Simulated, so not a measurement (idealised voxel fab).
Proc. module: voxel gate over fins
In the cross-section labelled cut, the width is 300 nm and each square cell is 5 nm.
Bands, listed from the top down, are how a cross-section gets written in this document; the cross-section itself is a grid of square cells, and a band is one or more rows of them. Heads up on the band format: heights come first, top then bottom, in nm. After that it's the materials left to right, each with its width in nm. A single material flagged "all across" fills the whole band edge to edge, and "blank" means there's empty space there. Beneath 0, the wafer as received is one material, and that level is where height counting begins. The lowest band goes on downward without a bottom; it is written like "0 -> down". The notation "30 to 40" denotes a width that varies across the rows of cells in the band, beginning at the first number in the top row, finishing at the second number in the bottom row, and changing by an identical amount from each row to the next. "nothing altered" after a step means that no cell of the cross-section changed. Empty spaces without an open route to the top, at least 8 cells in extent, make up the entry "Closed void inventory"; each is given as width x height at distance, where the distance is measured from the left edge, and all are in nm. What comes after the settings on a step's line is commentary from the simulator itself on that step. Each step line may optionally specify "overlay nm", which for a step with a mask gives the rightward distance between the mask's planned place and where it lay, a negative value indicating the leftward direction.
PROCESS STEPS (PLANNED)
1 RECEIVE, material Si
2 CONFORMAL_DEP, material SiN, thk nm 10
3 DIRECTIONAL_DEP, material aC, thk nm 15
4 PATTERN, tone cover, mask id FINS, material resist, width nm 15, pitch nm 40, thk nm 35, overlay nm 0
5 DIRECTIONAL_ETCH, etch materials aC, depth nm 15
6 STRIP, etch materials resist
7 DIRECTIONAL_ETCH, etch materials SiN, depth nm 10
8 DIRECTIONAL_ETCH, etch materials Si, depth nm 30
9 STRIP, etch materials aC
10 OXIDIZE, depth nm 5
11 FILL_DEP, material SiO2, thk nm 5
12 CMP, height nm 10
13 SELECTIVE_ETCH, etch materials SiO2, depth nm 25
14 STRIP, etch materials SiN
15 CONFORMAL_DEP, material HfO2, thk nm 5
16 CONFORMAL_DEP, material TiN, thk nm 5
17 FILL_DEP, material W, thk nm 15
18 CMP, height nm 20
19 CONFORMAL_DEP, material SiCN, thk nm 10
WHAT FOLLOWS COVERS THE FIRST OF TWO WAFERS; IT RAN AS PLANNED
THE CROSS-SECTION HERE SHOWS THE WAFER AS RECEIVED, I.E. IN ITS STATE AFTER STEP 1
- 0 -> down: Si all across
- Closed void inventory: none
WAFER XSEC, POST STEP 2
- 10 -> 0: SiN all across
- Below 0, no change.
WAFER XSEC, POST STEP 3
- 25 -> 10: aC all across
- Below 10, no change.
WAFER XSEC, POST STEP 4
- 60 -> 25: 100 blank  15 resist  25 blank  15 resist  25 blank  15 resist  105 blank
- Below 25, no change.
WAFER XSEC, POST STEP 5
- 45 -> 25: 100 blank  15 resist  25 blank  15 resist  25 blank  15 resist  105 blank
- 25 -> 10: 100 blank  15 aC  25 blank  15 aC  25 blank  15 aC  105 blank
- Below 10, no change.
WAFER XSEC, POST STEP 6
- 25 -> 10: 100 blank  15 aC  25 blank  15 aC  25 blank  15 aC  105 blank
- Below 10, no change.
WAFER XSEC, POST STEP 7
- 25 -> 10: 100 blank  15 aC  25 blank  15 aC  25 blank  15 aC  105 blank
- 10 -> 0: 100 blank  15 SiN  25 blank  15 SiN  25 blank  15 SiN  105 blank
- Below 0, no change.
WAFER XSEC, POST STEP 8
- 25 -> 10: 100 blank  15 aC  25 blank  15 aC  25 blank  15 aC  105 blank
- 10 -> 0: 100 blank  15 SiN  25 blank  15 SiN  25 blank  15 SiN  105 blank
- 0 -> -30: 100 blank  15 Si  25 blank  15 Si  25 blank  15 Si  105 blank
- Below -30, no change.
WAFER XSEC, POST STEP 9
- 10 -> 0: 100 blank  15 SiN  25 blank  15 SiN  25 blank  15 SiN  105 blank
- Below 0, no change.
WAFER XSEC, POST STEP 10
- 10 -> 0: 100 blank  15 SiN  25 blank  15 SiN  25 blank  15 SiN  105 blank
- 0 -> -30: 100 blank  5 SiO2  5 Si  5 SiO2  25 blank  5 SiO2  5 Si  5 SiO2  25 blank  5 SiO2  5 Si  5 SiO2  105 blank
- -30 -> -35: 105 SiO2  5 Si  35 SiO2  5 Si  35 SiO2  5 Si  110 SiO2
- Below -35, no change.
WAFER XSEC, POST STEP 11
- 15 -> 10: SiO2 all across
- 10 -> 0: 100 SiO2  15 SiN  25 SiO2  15 SiN  25 SiO2  15 SiN  105 SiO2
- 0 -> -35: 105 SiO2  5 Si  35 SiO2  5 Si  35 SiO2  5 Si  110 SiO2
- Below -35, no change.
WAFER XSEC, POST STEP 12
- 10 -> 0: 100 SiO2  15 SiN  25 SiO2  15 SiN  25 SiO2  15 SiN  105 SiO2
- Below 0, no change.
WAFER XSEC, POST STEP 13
- 10 -> 0: 100 blank  15 SiN  25 blank  15 SiN  25 blank  15 SiN  105 blank
- 0 -> -15: 105 blank  5 Si  35 blank  5 Si  35 blank  5 Si  110 blank
- Below -15, no change.
WAFER XSEC, POST STEP 14
- 0 -> -15: 105 blank  5 Si  35 blank  5 Si  35 blank  5 Si  110 blank
- Below -15, no change.
WAFER XSEC, POST STEP 15
- 5 -> 0: 100 blank  15 HfO2  25 blank  15 HfO2  25 blank  15 HfO2  105 blank
- 0 -> -10: 100 blank  5 HfO2  5 Si  5 HfO2  25 blank  5 HfO2  5 Si  5 HfO2  25 blank  5 HfO2  5 Si  5 HfO2  105 blank
- -10 -> -15: 105 HfO2  5 Si  35 HfO2  5 Si  35 HfO2  5 Si  110 HfO2
- Below -15, no change.
WAFER XSEC, POST STEP 16
- 10 -> 5: 95 blank  25 TiN  15 blank  25 TiN  15 blank  25 TiN  100 blank
- 5 -> 0: 95 blank  5 TiN  15 HfO2  5 TiN  15 blank  5 TiN  15 HfO2  5 TiN  15 blank  5 TiN  15 HfO2  5 TiN  100 blank
- 0 -> -5: 95 blank  5 TiN  5 HfO2  5 Si  5 HfO2  5 TiN  15 blank  5 TiN  5 HfO2  5 Si  5 HfO2  5 TiN  15 blank  5 TiN  5 HfO2  5 Si  5 HfO2  5 TiN  100 blank
- -5 -> -10: 100 TiN  5 HfO2  5 Si  5 HfO2  25 TiN  5 HfO2  5 Si  5 HfO2  25 TiN  5 HfO2  5 Si  5 HfO2  105 TiN
- Below -10, no change.
WAFER XSEC, POST STEP 17
- 25 -> 10: W all across
- 10 -> 5: 95 W  25 TiN  15 W  25 TiN  15 W  25 TiN  100 W
- 5 -> 0: 95 W  5 TiN  15 HfO2  5 TiN  15 W  5 TiN  15 HfO2  5 TiN  15 W  5 TiN  15 HfO2  5 TiN  100 W
- 0 -> -5: 95 W  5 TiN  5 HfO2  5 Si  5 HfO2  5 TiN  15 W  5 TiN  5 HfO2  5 Si  5 HfO2  5 TiN  15 W  5 TiN  5 HfO2  5 Si  5 HfO2  5 TiN  100 W
- Below -5, no change.
WAFER XSEC, POST STEP 18
- 20 -> 10: W all across
- Below 10, no change.
WAFER XSEC, POST STEP 19
- 30 -> 20: SiCN all across
- Below 20, no change.
WAFER TWO. SAME START, SAME PLAN, ONE SLIP IN EXECUTION. SAME AS WAFER ONE THROUGH STEP 3, INCLUSIVE
THE SECOND WAFER CUT THROUGH, AT THE TIME STEP 4 WAS SUPPOSED TO BE FINISHED
- 60 -> 25: 100 blank  20 resist  20 blank  20 resist  20 blank  20 resist  100 blank
- Below 25, no change.
THE SECOND WAFER CUT THROUGH, AT THE TIME STEP 5 WAS SUPPOSED TO BE FINISHED
- 45 -> 25: 100 blank  20 resist  20 blank  20 resist  20 blank  20 resist  100 blank
- 25 -> 10: 100 blank  20 aC  20 blank  20 aC  20 blank  20 aC  100 blank
- Below 10, no change.
THE SECOND WAFER CUT THROUGH, AT THE TIME STEP 6 WAS SUPPOSED TO BE FINISHED
- 25 -> 10: 100 blank  20 aC  20 blank  20 aC  20 blank  20 aC  100 blank
- Below 10, no change.
THE SECOND WAFER CUT THROUGH, AT THE TIME STEP 7 WAS SUPPOSED TO BE FINISHED
- 25 -> 10: 100 blank  20 aC  20 blank  20 aC  20 blank  20 aC  100 blank
- 10 -> 0: 100 blank  20 SiN  20 blank  20 SiN  20 blank  20 SiN  100 blank
- Below 0, no change.
THE SECOND WAFER CUT THROUGH, AT THE TIME STEP 8 WAS SUPPOSED TO BE FINISHED
- 25 -> 10: 100 blank  20 aC  20 blank  20 aC  20 blank  20 aC  100 blank
- 10 -> 0: 100 blank  20 SiN  20 blank  20 SiN  20 blank  20 SiN  100 blank
- 0 -> -30: 100 blank  20 Si  20 blank  20 Si  20 blank  20 Si  100 blank
- Below -30, no change.
THE SECOND WAFER CUT THROUGH, AT THE TIME STEP 9 WAS SUPPOSED TO BE FINISHED
- 10 -> 0: 100 blank  20 SiN  20 blank  20 SiN  20 blank  20 SiN  100 blank
- Below 0, no change.
THE SECOND WAFER CUT THROUGH, AT THE TIME STEP 10 WAS SUPPOSED TO BE FINISHED
- 10 -> 0: 100 blank  20 SiN  20 blank  20 SiN  20 blank  20 SiN  100 blank
- 0 -> -30: 100 blank  5 SiO2  10 Si  5 SiO2  20 blank  5 SiO2  10 Si  5 SiO2  20 blank  5 SiO2  10 Si  5 SiO2  100 blank
- -30 -> -35: 105 SiO2  10 Si  30 SiO2  10 Si  30 SiO2  10 Si  105 SiO2
- Below -35, no change.
THE SECOND WAFER CUT THROUGH, AT THE TIME STEP 11 WAS SUPPOSED TO BE FINISHED
- 15 -> 10: SiO2 all across
- 10 -> 0: 100 SiO2  20 SiN  20 SiO2  20 SiN  20 SiO2  20 SiN  100 SiO2
- 0 -> -35: 105 SiO2  10 Si  30 SiO2  10 Si  30 SiO2  10 Si  105 SiO2
- Below -35, no change.
THE SECOND WAFER CUT THROUGH, AT THE TIME STEP 12 WAS SUPPOSED TO BE FINISHED
- 10 -> 0: 100 SiO2  20 SiN  20 SiO2  20 SiN  20 SiO2  20 SiN  100 SiO2
- Below 0, no change.
THE SECOND WAFER CUT THROUGH, AT THE TIME STEP 13 WAS SUPPOSED TO BE FINISHED
- 10 -> 0: 100 blank  20 SiN  20 blank  20 SiN  20 blank  20 SiN  100 blank
- 0 -> -15: 105 blank  10 Si  30 blank  10 Si  30 blank  10 Si  105 blank
- Below -15, no change.
THE SECOND WAFER CUT THROUGH, AT THE TIME STEP 14 WAS SUPPOSED TO BE FINISHED
- 0 -> -15: 105 blank  10 Si  30 blank  10 Si  30 blank  10 Si  105 blank
- Below -15, no change.
THE SECOND WAFER CUT THROUGH, AT THE TIME STEP 15 WAS SUPPOSED TO BE FINISHED
- 5 -> 0: 100 blank  20 HfO2  20 blank  20 HfO2  20 blank  20 HfO2  100 blank
- 0 -> -10: 100 blank  5 HfO2  10 Si  5 HfO2  20 blank  5 HfO2  10 Si  5 HfO2  20 blank  5 HfO2  10 Si  5 HfO2  100 blank
- -10 -> -15: 105 HfO2  10 Si  30 HfO2  10 Si  30 HfO2  10 Si  105 HfO2
- Below -15, no change.
THE SECOND WAFER CUT THROUGH, AT THE TIME STEP 16 WAS SUPPOSED TO BE FINISHED
- 10 -> 5: 95 blank  30 TiN  10 blank  30 TiN  10 blank  30 TiN  95 blank
- 5 -> 0: 95 blank  5 TiN  20 HfO2  5 TiN  10 blank  5 TiN  20 HfO2  5 TiN  10 blank  5 TiN  20 HfO2  5 TiN  95 blank
- 0 -> -5: 95 blank  5 TiN  5 HfO2  10 Si  5 HfO2  5 TiN  10 blank  5 TiN  5 HfO2  10 Si  5 HfO2  5 TiN  10 blank  5 TiN  5 HfO2  10 Si  5 HfO2  5 TiN  95 blank
- -5 -> -10: 100 TiN  5 HfO2  10 Si  5 HfO2  20 TiN  5 HfO2  10 Si  5 HfO2  20 TiN  5 HfO2  10 Si  5 HfO2  100 TiN
- Below -10, no change.
THE SECOND WAFER CUT THROUGH, AT THE TIME STEP 17 WAS SUPPOSED TO BE FINISHED
- 25 -> 10: W all across
- 10 -> 5: 95 W  30 TiN  10 W  30 TiN  10 W  30 TiN  95 W
- 5 -> 0: 95 W  5 TiN  20 HfO2  5 TiN  10 W  5 TiN  20 HfO2  5 TiN  10 W  5 TiN  20 HfO2  5 TiN  95 W
- 0 -> -5: 95 W  5 TiN  5 HfO2  10 Si  5 HfO2  5 TiN  10 W  5 TiN  5 HfO2  10 Si  5 HfO2  5 TiN  10 W  5 TiN  5 HfO2  10 Si  5 HfO2  5 TiN  95 W
- Below -5, no change.
THE SECOND WAFER CUT THROUGH, AT THE TIME STEP 18 WAS SUPPOSED TO BE FINISHED
- 20 -> 10: W all across
- Below 10, no change.
THE SECOND WAFER CUT THROUGH, AT THE TIME STEP 19 WAS SUPPOSED TO BE FINISHED
- 30 -> 20: SiCN all across
- Below 20, no change.
Plan not followed: step 4 changed vs plan, executed as PATTERN, tone cover, mask id FINS, material resist, width nm 20, pitch nm 40, thk nm 35, overlay nm 0
In the final state, the cell counts of the second wafer exceed or fall short of those of the first for the following materials: Si +21; SiO2 -12; W -9
